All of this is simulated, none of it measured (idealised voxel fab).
You're looking at the process module voxel spacer lines.
Each square cell in cross-section cut measures 5 nm, and the section as a whole is 175 nm wide.
In this document a cross-section is written as a grid of square cells. It is given as a series of bands, listed from the top down, and a band is one or more rows of cells.
Top height, bottom height, nm. Materials left to right, width each, nm. Single material + "full width" = fills band edge to edge. "air" = empty.
Note: height 0 marks the level under which the wafer is uniformly one material as received. Lowest band unbounded below, written "0 -> down".
The notation "30 to 40" denotes a width that varies across the rows of cells in the band, beginning at the first number in the top row, finishing at the second number in the bottom row, and changing by an identical amount from each row to the next.
"remained unchanged", as given for a step, is the statement that not any cell of the cross-section underwent a change during that step.
"Completely enclosed voids": empty spaces of 8 cells or more with no open way to the top, each given as width x height at distance, distance from the left edge, all in nm.
That trailing text on a step's line, after the settings, is the simulator's own remark on the step.
overlay nm: how far to the right of its planned place the mask lay on this masked step (negative: to the left).

**List of planned process steps**
1) RECEIVE, material Si
2) CONFORMAL_DEP, material Al2O3, thk nm 5
3) DIRECTIONAL_DEP, material W, thk nm 15
4) DIRECTIONAL_DEP, material polySi, thk nm 30
5) PATTERN, tone cover, mask id MANDREL, material resist, width nm 15, pitch nm 50, thk nm 35, overlay nm 0
6) DIRECTIONAL_ETCH, etch materials polySi, depth nm 30
7) STRIP, etch materials resist
8) CONFORMAL_DEP, material SiO2, thk nm 10
9) DIRECTIONAL_ETCH, etch materials SiO2, depth nm 10
10) STRIP, etch materials polySi
11) DIRECTIONAL_ETCH, etch materials W, depth nm 15
12) STRIP, etch materials SiO2
13) FILL_DEP, material lowk, thk nm 10
14) CMP, height nm 25
For this document, wafers share an identical start and vary in the step 2 thk nm; the plan quotes the first wafer's value.

**The first of several wafers, as received after step 1, seen in section**
* 0 -> down | Si full width
* Completely enclosed voids: none

**Per wafer, end of module: cells gained (+) or lost (-) per material since receipt, then closed voids**
thk nm 5; +35 Al2O3; +36 W; +104 lowk; Completely enclosed voids: none
thk nm 10; +70 Al2O3; +36 W; +69 lowk; Completely enclosed voids: none
thk nm 15; +105 Al2O3; +24 W; +46 lowk; Completely enclosed voids: none
thk nm 20; +140 Al2O3; +12 W; +23 lowk; Completely enclosed voids: none
thk nm 25; +175 Al2O3; Completely enclosed voids: none
